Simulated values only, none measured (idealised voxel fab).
Name of the process module below: voxel self aligned vias
Pictured: cross-section cut, 210 nm wide, on a grid of 5 nm square cells.
Notation: cross-section as square-cell grid; stated in bands, top first, going down; one or more cell rows per band. A band entry consists of two parts. The first gives the height of the band's top and the height of its bottom, in nm. The rest lists the band's materials from left to right, each with its width in nm. A single material labelled with the word "full width" fills the band from edge to edge, and the word "blank" marks empty space. We count height from 0. Below that, the starting wafer is all one material. The lowest band never ends at the bottom but goes on down; see "0 and below" for how that is written. With a width like "30 to 40", each row of cells in the band differs from the next by the same amount, the top row carrying the first number and the bottom row the second. "no change occurred" for a step: no cell of the cross-section changed in that step. Listed in "Enclosed void inventory": every empty space of 8 or more cells without an open way to the top. Form: width x height at distance, the distance being from the left edge, all in nm. Post-settings text on a step line: simulator's own remark regarding the step. Regarding "overlay nm": on a step with a mask, it is the distance the mask lay to the right of its planned place; a negative value places it to the left.
These are the steps we planned for the process:
1,op RECEIVE | material Si
2,op CONFORMAL_DEP | material SiO2 | thk nm 10
3,op CONFORMAL_DEP | material SiCN | thk nm 5
4,op DIRECTIONAL_DEP | material SiO2 | thk nm 30
5,op DIRECTIONAL_DEP | material aC | thk nm 10
6,op PATTERN | tone open | mask id LINES | material resist | width nm 25 | pitch nm 55 | thk nm 25 | overlay nm 0
7,op DIRECTIONAL_ETCH | etch materials aC | depth nm 10
8,op STRIP | etch materials resist
9,op DIRECTIONAL_ETCH | etch materials SiO2 | depth nm 30
10,op STRIP | etch materials aC
11,op CONFORMAL_DEP | material TiN | thk nm 5
12,op FILL_DEP | material Ru | thk nm 5
13,op CMP | height nm 45
14,op SELECTIVE_ETCH | etch materials W Ru TiN | depth nm 10
15,op FILL_DEP | material SiN | thk nm 5
16,op CMP | height nm 45
17,op DIRECTIONAL_DEP | material SiO2 | thk nm 15
18,op PATTERN | tone open | mask id VIAS | material resist | width nm 35 | thk nm 15 | overlay nm 0
19,op DIRECTIONAL_ETCH | etch materials SiO2 | depth nm 15
20,op DIRECTIONAL_ETCH | etch materials SiN | depth nm 10
21,op STRIP | etch materials resist
22,op CONFORMAL_DEP | material TiN | thk nm 5
23,op FILL_DEP | material W | thk nm 10
24,op CMP | height nm 60
25,op CONFORMAL_DEP | material SiN | thk nm 5
Step 1 complete: cross-section of the wafer as received:
* 0 and below: Si full width
* Enclosed void inventory: none
The cross-section shown corresponds to the wafer at the conclusion of the module. The initial structure and the process plan are those presented above; however, one mistake occurred in executing the plan:
* 55 down to 50: SiN full width
* 50 down to 45: SiO2 60  TiN 10  W 15  TiN 10  SiO2 115
* 45 down to 40: SiO2 65  TiN 5  W 15  TiN 5  SiO2 30  SiN 25  SiO2 65
* 40 down to 35: SiO2 65  TiN 25  SiO2 30  SiN 25  SiO2 65
* 35 down to 20: SiO2 65  TiN 5  Ru 15  TiN 5  SiO2 30  TiN 5  Ru 15  TiN 5  SiO2 65
* 20 down to 15: SiO2 65  TiN 25  SiO2 30  TiN 25  SiO2 65
* 15 down to 10: SiCN full width
* 10 down to 0: SiO2 full width
* 0 and below: Si full width
* Enclosed void inventory: none
Run error: rather than as planned, step 24 actually ran as op CMP | height nm 50
